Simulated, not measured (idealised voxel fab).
process module | voxel self aligned vias
The figure presents cross-section cut, which has a width of 285 nm and is divided into square cells with an edge length of 5 nm.
If you're reading a cross-section in this doc, picture square cells in a grid; it comes to you as bands, top ones listed first down to the bottom, and a band can be one or more rows of cells. The entry gives the band's vertical extent as a top height and a bottom height in nm, then its horizontal make-up as materials from left to right, each with a width in nm. "blank" stands for empty space; a single material marked "throughout" fills the band edge to edge. Heights are expressed relative to 0, this being the level below which the as-received wafer comprises one material exclusively. The lowest band is unbounded in the downward direction and is denoted as in "top 0, no bottom". Per-row width for "30..40": begins at first number (top row of band), ends at second number (bottom row), increment between rows held constant. Key: "stayed the same" - step with no changed cell in the cross-section. In "Cavities, sealed" the enclosed voids are listed, meaning empty spaces of 8 cells or larger without any opening to the top. The form is width x height at distance, distance from the left edge, units nm. It should be noted that, on the line of a given step, the content following the step's settings is a remark produced by the simulator itself with respect to that step. When a step includes a mask, the "overlay nm" setting on its line states how far to the right of its planned place that mask lay, and negative values state how far to the left.
[Listed below are the process steps as planned]
| 1 | RECEIVE,material Si |
| 2 | CONFORMAL_DEP,material SiO2,thk nm 10 |
| 3 | CONFORMAL_DEP,material SiCN,thk nm 5 |
| 4 | DIRECTIONAL_DEP,material lowk,thk nm 25 |
| 5 | MASKED_ETCH,tone open,mask id LINES,width nm 20,pitch nm 45,etch materials lowk,depth nm 25,overlay nm 0 |
| 6 | CONFORMAL_DEP,material TiN,thk nm 5 |
| 7 | FILL_DEP,material W,thk nm 10 |
| 8 | CMP,height nm 40 |
| 9 | SELECTIVE_ETCH,etch materials W Ru TiN,depth nm 5 |
| 10 | FILL_DEP,material SiN,thk nm 5 |
| 11 | CMP,height nm 40 |
| 12 | DIRECTIONAL_DEP,material lowk,thk nm 20 |
| 13 | DIRECTIONAL_DEP,material aC,thk nm 10 |
| 14 | PATTERN,tone open,mask id VIAS,material resist,width nm 30,pitch nm 90,thk nm 30,overlay nm 0 |
| 15 | DIRECTIONAL_ETCH,etch materials aC,depth nm 10 |
| 16 | STRIP,etch materials resist |
| 17 | DIRECTIONAL_ETCH,etch materials lowk,depth nm 20 |
| 18 | DIRECTIONAL_ETCH,etch materials SiN,depth nm 5 |
| 19 | STRIP,etch materials aC |
| 20 | CONFORMAL_DEP,material TiN,thk nm 5 |
| 21 | FILL_DEP,material Ru,thk nm 5 |
| 22 | CMP,height nm 60 |
| 23 | CONFORMAL_DEP,material SiCN,thk nm 5 |
[as received, after step 1]
  top 0, no bottom = Si throughout
  Cavities, sealed: none
[Looking at the first of two wafers in cross-section at end of module - ran to plan]
  top 65, bottom 60 = SiCN throughout
  top 60, bottom 45 = lowk (80) | TiN (5) | Ru (20) | TiN (5) | lowk (60) | TiN (5) | Ru (20) | TiN (5) | lowk (85)
  top 45, bottom 40 = lowk (80) | TiN (10) | Ru (10) | TiN (10) | lowk (60) | TiN (10) | Ru (10) | TiN (10) | lowk (85)
  top 40, bottom 35 = lowk (85) | TiN (20) | lowk (25) | SiN (20) | lowk (25) | TiN (20) | lowk (90)
  top 35, bottom 20 = lowk (85) | TiN (5) | W (10) | TiN (5) | lowk (25) | TiN (5) | W (10) | TiN (5) | lowk (25) | TiN (5) | W (10) | TiN (5) | lowk (90)
  top 20, bottom 15 = lowk (85) | TiN (20) | lowk (25) | TiN (20) | lowk (25) | TiN (20) | lowk (90)
  top 15, bottom 10 = SiCN throughout
  top 10, bottom 0 = SiO2 throughout
  top 0, no bottom = Si throughout
  Cavities, sealed: none
[Now the second wafer, cross-sectioned at the end of the module. Nothing different at the start, nothing different in the plan compared with the first, just one mistake when it was actually run]
  top 65, bottom 60 = SiCN throughout
  top 60, bottom 40 = lowk (80) | TiN (5) | Ru (20) | TiN (5) | lowk (60) | TiN (5) | Ru (20) | TiN (5) | lowk (85)
  top 40, bottom 35 = SiN (80) | TiN (30) | SiN (60) | TiN (30) | SiN (85)
  top 35, bottom 30 = TiN (90) | W (10) | TiN (35) | W (10) | TiN (35) | W (10) | TiN (95)
  top 30, bottom 10 = lowk (85) | TiN (5) | W (10) | TiN (5) | lowk (25) | TiN (5) | W (10) | TiN (5) | lowk (25) | TiN (5) | W (10) | TiN (5) | lowk (90)
  top 10, bottom 5 = lowk (85) | TiN (20) | lowk (25) | TiN (20) | lowk (25) | TiN (20) | lowk (90)
  top 5, bottom 0 = SiCN throughout
  top 0, no bottom = Si throughout
  Cavities, sealed: none
The plan and the run diverged here: step 2 of the plan was omitted and not executed
The closing comparison, in cells, has the second wafer with more or fewer of some materials than the first: 4 more of Ru; 41 more of SiN; 114 fewer of SiO2; 57 more of TiN; 12 more of W
